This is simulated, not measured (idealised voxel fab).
The following is a process module called voxel ribs on slabs.
Cross-section cut spans 175 nm and uses square cells 5 nm in size.
Cross-section = grid of square cells, listed top down in bands; band = one or more rows. Band: top and bottom heights (nm) first, top before bottom; then materials from left to right, widths in nm. "all across" marks a sole material filling the band edge to edge. "empty" denotes empty space. Heights are measured from 0, the level below which the as-received wafer is all one material; the lowest band has no bottom and continues downward, written as in "z 0 and below". A width such as "30->40" changes by the same amount from each row of cells to the next, from the band's top row to its bottom row. "identical to before", as given for a step, is the statement that not any cell of the cross-section underwent a change during that step. "Trapped voids" means: voids of 8 cells or more that are shut off from the top with no open way through. Written width x height at distance, distance from the left edge, in nm. after a step's settings: what the simulator itself notes on the step. overlay nm, on a step with a mask: how far to the right of its planned place the mask lay; to the left if negative.

LISTED BELOW ARE THE PROCESS STEPS AS PLANNED
step 1: RECEIVE with material Si
step 2: DIRECTIONAL_DEP with material SiO2, thk nm 20
step 3: DIRECTIONAL_DEP with material SiN, thk nm 15
step 4: MASKED_ETCH with tone cover, mask id RIB, width nm 25, etch materials SiN, depth nm 5, overlay nm 0
step 5: MASKED_ETCH with tone cover, mask id SLAB, width nm 55, etch materials SiN, depth nm 10, overlay nm 0
step 6: FILL_DEP with material SiO2, thk nm 15
step 7: CMP with height nm 45
step 8: DIRECTIONAL_DEP with material W, thk nm 10
step 9: PATTERN with tone cover, mask id HEATER, material resist, width nm 35, thk nm 15, overlay nm 0
step 10: DIRECTIONAL_ETCH with etch materials W, depth nm 10
step 11: STRIP with etch materials resist
step 12: CONFORMAL_DEP with material SiN, thk nm 10

WAFER AS RECEIVED: CROSS-SECTION FOLLOWING STEP 1
> z 0 and below: Si all across
> Trapped voids: none

FIRST OF TWO WAFERS AT THE END OF THE MODULE, SHOWN IN CROSS-SECTION; RUN CARRIED OUT AS PLANNED
> z 65 to 55: empty=60; SiN=55; empty=60
> z 55 to 45: SiN=70; W=35; SiN=70
> z 45 to 35: SiO2 all across
> z 35 to 30: SiO2=75; SiN=25; SiO2=75
> z 30 to 20: SiO2=60; SiN=55; SiO2=60
> z 20 to 0: SiO2 all across
> z 0 and below: Si all across
> Trapped voids: none

END OF MODULE, SECOND WAFER, CROSS-SECTION. STARTED LIKE THE FIRST, PLANNED LIKE THE FIRST, RUN WITH ONE MISTAKE
> z 65 to 55: empty=60; SiN=55; empty=60
> z 55 to 45: SiN=70; W=35; SiN=70
> z 45 to 35: SiO2 all across
> z 35 to 30: SiO2=75; SiN=25; SiO2=75
> z 30 to 20: SiO2=60; SiN=55; SiO2=60
> z 20 to 0: W all across
> z 0 and below: Si all across
> Trapped voids: none
Heads up, the wafer didn't run the way we planned it: step 2 did not use the planned setting and instead ran as DIRECTIONAL_DEP with material W, thk nm 20
The second wafer ends with more or fewer cells of some materials than the first, per final count: SiO2: 140 fewer | W: 140 more
